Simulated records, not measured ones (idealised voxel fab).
You're looking at the process module voxel ribs on slabs.
Displayed cross-section: cut, width of 220 nm, square cells sized 5 nm.
How to read a cross-section here: the picture is a grid of square cells, written as bands going from the top down, and any band can span one or more rows of cells. Within each band entry, the heights of the top and of the bottom of the band appear first, in that order and in nm; the materials of the band then follow from left to right, each with its corresponding width in nm. The designation "full width" on a single material indicates that it fills the band from edge to edge; the designation "air" indicates empty space. A quick word on heights: they are counted from 0, and under that level the wafer as it came to us is one material throughout. The lowest band is different from the rest in having no bottom; it simply continues downward, written as in "0 nm and below". Width "30..40": first value at the band's top row of cells, second value at its bottom row, equal change from row to row. "changes: none" (step): cross-section cells unchanged, all of them. "Enclosed empty spaces" enumerates empty spaces isolated from the top, with no open way to it, that contain at least 8 cells, giving each as width x height at distance from the left edge, all three in nm. On each step's line, the part that comes after the settings is the simulator's own comment on the step. "overlay nm", when on a step's line for a step with a mask, measures how far to the right of its planned place the mask lay; a negative measure means to the left.

Steps planned for the process
1,RECEIVE (material Si)
2,DIRECTIONAL_DEP (material SiO2; thk nm 20)
3,DIRECTIONAL_DEP (material polySi; thk nm 20)
4,PATTERN (tone cover; mask id RIB; material resist; width nm 20; thk nm 20; overlay nm 0)
5,DIRECTIONAL_ETCH (etch materials polySi; depth nm 5)
6,STRIP (etch materials resist)
7,DIRECTIONAL_DEP (material aC; thk nm 10)
8,PATTERN (tone cover; mask id SLAB; material resist; width nm 70; thk nm 30; overlay nm 0)
9,DIRECTIONAL_ETCH (etch materials aC; depth nm 10)
10,STRIP (etch materials resist)
11,DIRECTIONAL_ETCH (etch materials polySi; depth nm 15)
12,STRIP (etch materials aC)
13,FILL_DEP (material SiO2; thk nm 20)
14,CMP (height nm 55)
15,DIRECTIONAL_DEP (material TiN; thk nm 10)
16,PATTERN (tone cover; mask id HEATER; material resist; width nm 30; thk nm 15; overlay nm 0)
17,DIRECTIONAL_ETCH (etch materials TiN; depth nm 10)
18,STRIP (etch materials resist)
19,CONFORMAL_DEP (material SiN; thk nm 5)

Incoming wafer in cross-section (state: after step 1)
    0 nm and below  Si full width
    Enclosed empty spaces: none

The first of two wafers, cross-sectioned at the end of the module, with the run proceeding as planned
    70 nm to 65 nm  90 nm air, 40 nm SiN, 90 nm air
    65 nm to 60 nm  90 nm air, 5 nm SiN, 30 nm TiN, 5 nm SiN, 90 nm air
    60 nm to 55 nm  95 nm SiN, 30 nm TiN, 95 nm SiN
    55 nm to 40 nm  SiO2 full width
    40 nm to 35 nm  100 nm SiO2, 20 nm polySi, 100 nm SiO2
    35 nm to 20 nm  75 nm SiO2, 70 nm polySi, 75 nm SiO2
    20 nm to 0 nm  SiO2 full width
    0 nm and below  Si full width
    Enclosed empty spaces: none

Cross-section at end of module for the second wafer of two, which matched the first in starting point and plan and differed by one mistake in its processing
    70 nm to 65 nm  95 nm air, 30 nm SiN, 95 nm air
    65 nm to 60 nm  95 nm air, 5 nm SiN, 20 nm TiN, 5 nm SiN, 95 nm air
    60 nm to 55 nm  100 nm SiN, 20 nm TiN, 100 nm SiN
    55 nm to 40 nm  SiO2 full width
    40 nm to 35 nm  100 nm SiO2, 20 nm polySi, 100 nm SiO2
    35 nm to 20 nm  75 nm SiO2, 70 nm polySi, 75 nm SiO2
    20 nm to 0 nm  SiO2 full width
    0 nm and below  Si full width
    Enclosed empty spaces: none
Heads up, the wafer didn't run the way we planned it: note that step 16 departed from the planned setting and was carried out as PATTERN (tone cover; mask id HEATER; material resist; width nm 20; thk nm 15; overlay nm 0)
Heads up, by the end the second wafer has more or fewer cells of some materials compared to the first: 4 fewer of TiN
